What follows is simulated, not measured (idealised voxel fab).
A process module follows: voxel wiring stack.
It is cross-section cut that appears here, measuring 245 nm in width, its square cells being 5 nm in size.
Cross-section spec: square-cell grid; bands listed top down; each band is one or more rows. The band entry comprises the height of the band's top followed by the height of its bottom, expressed in nm, and subsequently the band's materials from left to right, each stated together with its width in nm. Where a single material is marked with the word "throughout", that material fills the band from edge to edge. The word "air" represents empty space. Below 0: as-received wafer, all one material; heights counted from there. Lowest band: no bottom, goes on down, written "0 down". A two-number width, for instance "30..40", indicates that the width is equal to the first number in the top row of the band and to the second number in the bottom row, and that it changes by a constant amount per row of cells. A step reported as "nothing got changed" is a step in which no cell of the cross-section changed. The label "Enclosed void listing" introduces a list of the empty spaces, 8 cells or larger, that have no open way up to the top; each entry in it reads width x height at distance, where the distance is taken from the left edge and all three are stated in nm. Read whatever lies past the settings on a step's line as the simulator's own remark about the step. The setting "overlay nm" may be written on the line of a step. When the step uses a mask, the value reports how far to the right of the planned place the mask lay, and a negative value reports that it lay to the left.

### This section lists the process steps that were planned
1,RECEIVE,material Si
2,CONFORMAL_DEP,material SiO2,thk nm 15
3,DIRECTIONAL_DEP,material TiN,thk nm 5
4,DIRECTIONAL_DEP,material Ru,thk nm 15
5,MASKED_ETCH,tone cover,mask id METAL_1,width nm 30,pitch nm 60,etch materials Ru,depth nm 15,overlay nm 0
6,MASKED_ETCH,tone cover,mask id METAL_1,width nm 30,pitch nm 60,etch materials TiN,depth nm 5,overlay nm 0
7,CONFORMAL_DEP,material SiCN,thk nm 5
8,FILL_DEP,material SiO2,thk nm 5
9,CMP,height nm 35
10,CONFORMAL_DEP,material SiCN,thk nm 5
11,DIRECTIONAL_DEP,material lowk,thk nm 25
12,PATTERN,tone open,mask id METAL_2,material resist,width nm 30,pitch nm 60,thk nm 20,overlay nm 0
13,DIRECTIONAL_ETCH,etch materials lowk,depth nm 15
14,STRIP,etch materials resist
15,PATTERN,tone open,mask id METAL_2_HOLES,material resist,width nm 15,pitch nm 120,thk nm 15,overlay nm 0
16,DIRECTIONAL_ETCH,etch materials lowk,depth nm 10
17,DIRECTIONAL_ETCH,etch materials SiCN,depth nm 5
18,STRIP,etch materials resist
19,CONFORMAL_DEP,material TiN,thk nm 5
20,FILL_DEP,material Cu,thk nm 5
21,CMP,height nm 65
22,CONFORMAL_DEP,material SiCN,thk nm 5
23,DIRECTIONAL_DEP,material SiO2,thk nm 30
24,MASKED_ETCH,tone open,mask id METAL_3,width nm 30,pitch nm 60,etch materials SiO2,depth nm 15,overlay nm 0
25,DIRECTIONAL_DEP,material aC,thk nm 10
26,PATTERN,tone open,mask id METAL_3_HOLES,material resist,width nm 15,pitch nm 120,thk nm 25,overlay nm 0
27,DIRECTIONAL_ETCH,etch materials aC,depth nm 10
28,STRIP,etch materials resist
29,DIRECTIONAL_ETCH,etch materials SiO2,depth nm 15
30,DIRECTIONAL_ETCH,etch materials SiCN,depth nm 5
31,STRIP,etch materials aC
32,CONFORMAL_DEP,material TiN,thk nm 5
33,FILL_DEP,material Cu,thk nm 10
34,CMP,height nm 100
35,CONFORMAL_DEP,material SiCN,thk nm 5
36,DIRECTIONAL_DEP,material lowk,thk nm 10
37,MASKED_ETCH,tone open,mask id PLUG_3,width nm 15,pitch nm 60,etch materials lowk,depth nm 10,overlay nm 0
38,MASKED_ETCH,tone open,mask id PLUG_3,width nm 15,pitch nm 60,etch materials SiCN,depth nm 5,overlay nm 0
39,CONFORMAL_DEP,material TiN,thk nm 5
40,FILL_DEP,material Cu,thk nm 5
41,CMP,height nm 115
42,CONFORMAL_DEP,material SiN,thk nm 5
43,DIRECTIONAL_DEP,material SiO2,thk nm 25
44,PATTERN,tone open,mask id METAL_4,material resist,width nm 30,pitch nm 60,thk nm 15,overlay nm 0
45,DIRECTIONAL_ETCH,etch materials SiO2,depth nm 25
46,DIRECTIONAL_ETCH,etch materials SiN,depth nm 5
47,STRIP,etch materials resist
48,CONFORMAL_DEP,material TiN,thk nm 5
49,FILL_DEP,material W,thk nm 10
50,CMP,height nm 145
51,EPI,material Ru,thk nm 5
52,FILL_DEP,material SiCN,thk nm 5

### Received-state cross-section, reflecting completion of step 1
0 down | Si throughout
Enclosed void listing: none

### Run as planned - first of the two wafers cross-sectioned at the end of the module
155 to 150 | SiCN throughout
150 to 145 | SiCN=40 | Ru=40 | SiCN=20 | Ru=40 | SiCN=20 | Ru=40 | SiCN=45
145 to 120 | SiO2=45 | TiN=5 | W=20 | TiN=5 | SiO2=30 | TiN=5 | W=20 | TiN=5 | SiO2=30 | TiN=5 | W=20 | TiN=5 | SiO2=50
120 to 115 | SiN=45 | TiN=30 | SiN=30 | TiN=30 | SiN=30 | TiN=30 | SiN=50
115 to 105 | lowk=45 | TiN=5 | Cu=5 | TiN=5 | lowk=45 | TiN=5 | Cu=5 | TiN=5 | lowk=45 | TiN=5 | Cu=5 | TiN=5 | lowk=65
105 to 100 | SiCN=45 | TiN=15 | SiCN=45 | TiN=15 | SiCN=45 | TiN=15 | SiCN=65
100 to 90 | SiO2=45 | TiN=5 | Cu=20 | TiN=5 | SiO2=30 | TiN=5 | Cu=20 | TiN=5 | SiO2=30 | TiN=5 | Cu=20 | TiN=5 | SiO2=50
90 to 85 | SiO2=45 | TiN=5 | Cu=5 | TiN=20 | SiO2=30 | TiN=30 | SiO2=30 | TiN=5 | Cu=5 | TiN=20 | SiO2=50
85 to 70 | SiO2=45 | TiN=5 | Cu=5 | TiN=5 | SiO2=105 | TiN=5 | Cu=5 | TiN=5 | SiO2=65
70 to 65 | SiCN=45 | TiN=15 | SiCN=105 | TiN=15 | SiCN=65
65 to 55 | lowk=45 | TiN=5 | Cu=20 | TiN=5 | lowk=30 | TiN=5 | Cu=20 | TiN=5 | lowk=30 | TiN=5 | Cu=20 | TiN=5 | lowk=50
55 to 50 | lowk=45 | TiN=5 | Cu=5 | TiN=20 | lowk=30 | TiN=30 | lowk=30 | TiN=5 | Cu=5 | TiN=20 | lowk=50
50 to 40 | lowk=45 | TiN=5 | Cu=5 | TiN=5 | lowk=105 | TiN=5 | Cu=5 | TiN=5 | lowk=65
40 to 35 | SiCN=45 | TiN=15 | SiCN=105 | TiN=15 | SiCN=65
35 to 20 | SiO2=40 | SiCN=5 | Ru=30 | SiCN=5 | SiO2=20 | SiCN=5 | Ru=30 | SiCN=5 | SiO2=20 | SiCN=5 | Ru=30 | SiCN=5 | SiO2=45
20 to 15 | SiCN=45 | TiN=30 | SiCN=30 | TiN=30 | SiCN=30 | TiN=30 | SiCN=50
15 to 0 | SiO2 throughout
0 down | Si throughout
Enclosed void listing: none

### Cross-section at end of module for the second wafer of two, which matched the first in starting point and plan and differed by one mistake in its processing
155 to 150 | SiCN throughout
150 to 145 | SiCN=30 | Ru=40 | SiCN=20 | Ru=40 | SiCN=20 | Ru=40 | SiCN=55
145 to 120 | SiO2=35 | TiN=5 | W=20 | TiN=5 | SiO2=30 | TiN=5 | W=20 | TiN=5 | SiO2=30 | TiN=5 | W=20 | TiN=5 | SiO2=60
120 to 115 | SiN=35 | TiN=30 | SiN=30 | TiN=30 | SiN=30 | TiN=30 | SiN=60
115 to 105 | lowk=45 | TiN=5 | Cu=5 | TiN=5 | lowk=45 | TiN=5 | Cu=5 | TiN=5 | lowk=45 | TiN=5 | Cu=5 | TiN=5 | lowk=65
105 to 100 | SiCN=45 | TiN=15 | SiCN=45 | TiN=15 | SiCN=45 | TiN=15 | SiCN=65
100 to 90 | SiO2=45 | TiN=5 | Cu=20 | TiN=5 | SiO2=30 | TiN=5 | Cu=20 | TiN=5 | SiO2=30 | TiN=5 | Cu=20 | TiN=5 | SiO2=50
90 to 85 | SiO2=45 | TiN=5 | Cu=5 | TiN=20 | SiO2=30 | TiN=30 | SiO2=30 | TiN=5 | Cu=5 | TiN=20 | SiO2=50
85 to 70 | SiO2=45 | TiN=5 | Cu=5 | TiN=5 | SiO2=105 | TiN=5 | Cu=5 | TiN=5 | SiO2=65
70 to 65 | SiCN=45 | TiN=15 | SiCN=105 | TiN=15 | SiCN=65
65 to 55 | lowk=45 | TiN=5 | Cu=20 | TiN=5 | lowk=30 | TiN=5 | Cu=20 | TiN=5 | lowk=30 | TiN=5 | Cu=20 | TiN=5 | lowk=50
55 to 50 | lowk=45 | TiN=5 | Cu=5 | TiN=20 | lowk=30 | TiN=30 | lowk=30 | TiN=5 | Cu=5 | TiN=20 | lowk=50
50 to 40 | lowk=45 | TiN=5 | Cu=5 | TiN=5 | lowk=105 | TiN=5 | Cu=5 | TiN=5 | lowk=65
40 to 35 | SiCN=45 | TiN=15 | SiCN=105 | TiN=15 | SiCN=65
35 to 20 | SiO2=40 | SiCN=5 | Ru=30 | SiCN=5 | SiO2=20 | SiCN=5 | Ru=30 | SiCN=5 | SiO2=20 | SiCN=5 | Ru=30 | SiCN=5 | SiO2=45
20 to 15 | SiCN=45 | TiN=30 | SiCN=30 | TiN=30 | SiCN=30 | TiN=30 | SiCN=50
15 to 0 | SiO2 throughout
0 down | Si throughout
Enclosed void listing: none
Short version of what went wrong: rather than as planned, step 44 actually ran as PATTERN,tone open,mask id METAL_4,material resist,width nm 30,pitch nm 60,thk nm 15,overlay nm -10
Comparing end states, the material composition by cell count is preserved from the first wafer to the second, while the locations of the cells are not.
